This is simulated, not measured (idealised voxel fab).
process module | voxel transistor to metal
cross-section cut | 285 nm wide | cells 5 nm
A cross-section is a grid of square cells, given in bands from the top down. A band is one or more rows of cells.
Each band's line starts with the height of the band's top and of its bottom, in nm. Then come its materials from left to right, each with its width in nm. One material with "throughout" fills the band from edge to edge. "air" is empty space.
Height 0 is the level under which the wafer as received is all one material. The lowest band goes on downwards, as in "0 down".
A width such as "30 to 40" changes by the same amount from each row of cells to the next, from the band's top row to its bottom row.
"no change" after a step means that no cell of the cross-section changed.
closed voids: empty space of 8 cells or more with no open way to the top, each as width x height at its distance from the left edge, in nm
after a step's settings: what the simulator itself notes on the step
overlay nm, on a step with a mask: how far to the right of its planned place the mask lay; to the left if negative
plan
1 op RECEIVE | material Si
2 op CONFORMAL_DEP | material SiO2 | thk nm 5
3 op CONFORMAL_DEP | material SiN | thk nm 10
4 op PATTERN | tone cover | mask id ACTIVE | material resist | width nm 105 | pitch nm 135 | thk nm 20 | overlay nm 0
5 op DIRECTIONAL_ETCH | etch materials SiN | depth nm 10
6 op DIRECTIONAL_ETCH | etch materials SiO2 | depth nm 5
7 op DIRECTIONAL_ETCH | etch materials Si | depth nm 35
8 op STRIP | etch materials resist
9 op OXIDIZE | depth nm 5
10 op FILL_DEP | material SiO2 | thk nm 10
11 op CMP | height nm 15
12 op SELECTIVE_ETCH | etch materials SiO2 | depth nm 10
13 op STRIP | etch materials SiN
14 op SELECTIVE_ETCH | etch materials SiO2 | depth nm 5
15 op OXIDIZE | depth nm 5
16 op DIRECTIONAL_DEP | material polySi | thk nm 25
17 op DIRECTIONAL_DEP | material SiCN | thk nm 15
18 op MASKED_ETCH | tone cover | mask id GATE | width nm 25 | pitch nm 135 | etch materials SiCN | depth nm 25 | overlay nm 0
19 op MASKED_ETCH | tone cover | mask id GATE | width nm 25 | pitch nm 135 | etch materials polySi | depth nm 35 | overlay nm 0
20 op CONFORMAL_DEP | material SiN | thk nm 5
21 op DIRECTIONAL_ETCH | etch materials SiN | depth nm 5
22 op DIRECTIONAL_ETCH | etch materials SiO2 | depth nm 5
23 op DIRECTIONAL_ETCH | etch materials Si | depth nm 10
24 op EPI | material nSi | thk nm 10
25 op FILL_DEP | material SiO2 | thk nm 5
26 op CMP | height nm 40
27 op DIRECTIONAL_DEP | material SiO2 | thk nm 15
28 op PATTERN | tone open | mask id CONTACT | material resist | width nm 15 | thk nm 20 | overlay nm 0
29 op DIRECTIONAL_ETCH | etch materials SiO2 | depth nm 60
30 op STRIP | etch materials resist
31 op CONFORMAL_DEP | material TiN | thk nm 5
32 op FILL_DEP | material W | thk nm 5
33 op CMP | height nm 55
34 op CONFORMAL_DEP | material SiCN | thk nm 5
35 op DIRECTIONAL_DEP | material lowk | thk nm 25
36 op PATTERN | tone open | mask id METAL_1 | material resist | width nm 15 | thk nm 15 | overlay nm 0
37 op DIRECTIONAL_ETCH | etch materials lowk | depth nm 25
38 op DIRECTIONAL_ETCH | etch materials SiCN | depth nm 5
39 op STRIP | etch materials resist
40 op CONFORMAL_DEP | material TiN | thk nm 5
41 op FILL_DEP | material Ru | thk nm 10
42 op CMP | height nm 85
43 op CONFORMAL_DEP | material SiCN | thk nm 5
as received, after step 1
  0 down: Si throughout
  closed voids: none
a wafer at the end: this start, this plan, one mistake
  90 to 85: SiCN throughout
  85 to 70: lowk 25 | TiN 5 | Ru 5 | TiN 5 | lowk 65 | TiN 5 | Ru 5 | TiN 5 | lowk 40 | TiN 5 | Ru 5 | TiN 5 | lowk 65 | TiN 5 | Ru 5 | TiN 5 | lowk 30
  70 to 65: SiCN 25 | TiN 15 | SiCN 65 | TiN 15 | SiCN 40 | TiN 15 | SiCN 65 | TiN 15 | SiCN 30
  65 to 55: SiCN throughout
  55 to 40: SiO2 25 | TiN 5 | W 5 | TiN 5 | SiO2 65 | TiN 5 | W 5 | TiN 5 | SiO2 40 | TiN 5 | W 5 | TiN 5 | SiO2 65 | TiN 5 | W 5 | TiN 5 | SiO2 30
  40 to 25: SiO2 25 | TiN 5 | W 5 | TiN 5 | SiO2 15 | SiN 5 | SiCN 25 | SiN 5 | SiO2 15 | TiN 5 | W 5 | TiN 5 | SiO2 40 | TiN 5 | W 5 | TiN 5 | SiO2 15 | SiN 5 | SiCN 25 | SiN 5 | SiO2 15 | TiN 5 | W 5 | TiN 5 | SiO2 30
  25 to 5: SiO2 25 | TiN 5 | W 5 | TiN 5 | SiO2 15 | SiN 5 | polySi 25 | SiN 5 | SiO2 15 | TiN 5 | W 5 | TiN 5 | SiO2 40 | TiN 5 | W 5 | TiN 5 | SiO2 15 | SiN 5 | polySi 25 | SiN 5 | SiO2 15 | TiN 5 | W 5 | TiN 5 | SiO2 30
  5 to 0: SiO2 25 | TiN 5 | W 5 | TiN 5 | SiO2 5 | nSi 10 | SiN 5 | polySi 25 | SiN 5 | nSi 10 | SiO2 5 | TiN 5 | W 5 | TiN 5 | SiO2 40 | TiN 5 | W 5 | TiN 5 | SiO2 5 | nSi 10 | SiN 5 | polySi 25 | SiN 5 | nSi 10 | SiO2 5 | TiN 5 | W 5 | TiN 5 | SiO2 30
  0 to -5: SiO2 25 | TiN 15 | SiO2 5 | nSi 10 | SiO2 35 | nSi 10 | SiO2 5 | TiN 15 | SiO2 40 | TiN 15 | SiO2 5 | nSi 10 | SiO2 35 | nSi 10 | SiO2 5 | TiN 15 | SiO2 30
  -5 to -15: SiO2 25 | nSi 30 | Si 35 | nSi 30 | SiO2 40 | nSi 30 | Si 35 | nSi 30 | SiO2 30
  -15 to -40: SiO2 25 | Si 95 | SiO2 40 | Si 95 | SiO2 30
  -40 down: Si throughout
  closed voids: none
what went wrong: step 34 ran as: op CONFORMAL_DEP | material SiCN | thk nm 15
